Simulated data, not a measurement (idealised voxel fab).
Documented hereafter: the process module known as voxel ribs on slabs.
Cross-section cut spans 270 nm and uses square cells 5 nm in size.
How to read a cross-section here: the picture is a grid of square cells, written as bands going from the top down, and any band can span one or more rows of cells. Read a band's entry like this: the first values are the height of its top and the height of its bottom in nm, and what follows is the sequence of materials from left to right, each with its width in nm. Note that "empty" is empty space, and that a single material marked "everywhere" reaches across the band from edge to edge. Basically, 0 is our baseline, since under it the wafer straight out of the box is all one material. The bottom band has no lower end and keeps on going down, so it looks like "0 and below". When a width is written as two numbers, as in "30 to 40", the first number is the width in the top row of cells of the band and the second is the width in its bottom row, and the width changes by the same amount from each row to the next. For the purposes of this document, the phrase "everything unchanged" attached to a step denotes that no cell within the cross-section was modified by that step. The entry "Internal closed voids" lists the empty spaces that cover at least 8 cells and have no open path to the top. Each is written as width x height at distance, where the distance is measured from the left edge and all three values are in nm. That trailing text on a step's line, after the settings, is the simulator's own remark on the step. overlay nm: mask offset rightward from planned place, masked step; negative means leftward offset.
So here's the lineup of process steps we planned
1 RECEIVE (material Si)
2 DIRECTIONAL_DEP (material SiO2; thk nm 20)
3 DIRECTIONAL_DEP (material SiN; thk nm 15)
4 MASKED_ETCH (tone cover; mask id RIB; width nm 15; etch materials SiN; depth nm 5; overlay nm 0)
5 DIRECTIONAL_DEP (material aC; thk nm 10)
6 PATTERN (tone cover; mask id SLAB; material resist; width nm 65; thk nm 30; overlay nm 0)
7 DIRECTIONAL_ETCH (etch materials aC; depth nm 10)
8 STRIP (etch materials resist)
9 DIRECTIONAL_ETCH (etch materials SiN; depth nm 10)
10 STRIP (etch materials aC)
11 FILL_DEP (material SiO2; thk nm 20)
12 CMP (height nm 50)
13 DIRECTIONAL_DEP (material W; thk nm 5)
14 PATTERN (tone cover; mask id HEATER; material resist; width nm 25; thk nm 20; overlay nm 0)
15 DIRECTIONAL_ETCH (etch materials W; depth nm 5)
16 STRIP (etch materials resist)
17 CONFORMAL_DEP (material SiO2; thk nm 10)
Incoming wafer in cross-section (state: after step 1)
> 0 and below: Si everywhere
> Internal closed voids: none
Starting wafer: above. Plan: above. Run: one mistake. Cross-section after the module: below
> 55 down to 50: 120 empty | 25 W | 125 empty
> 50 down to 35: SiO2 everywhere
> 35 down to 30: 125 SiO2 | 15 SiN | 130 SiO2
> 30 down to 20: 100 SiO2 | 65 SiN | 105 SiO2
> 20 down to 0: SiO2 everywhere
> 0 and below: Si everywhere
> Internal closed voids: none
Run error: step 17 of the plan was omitted and not executed
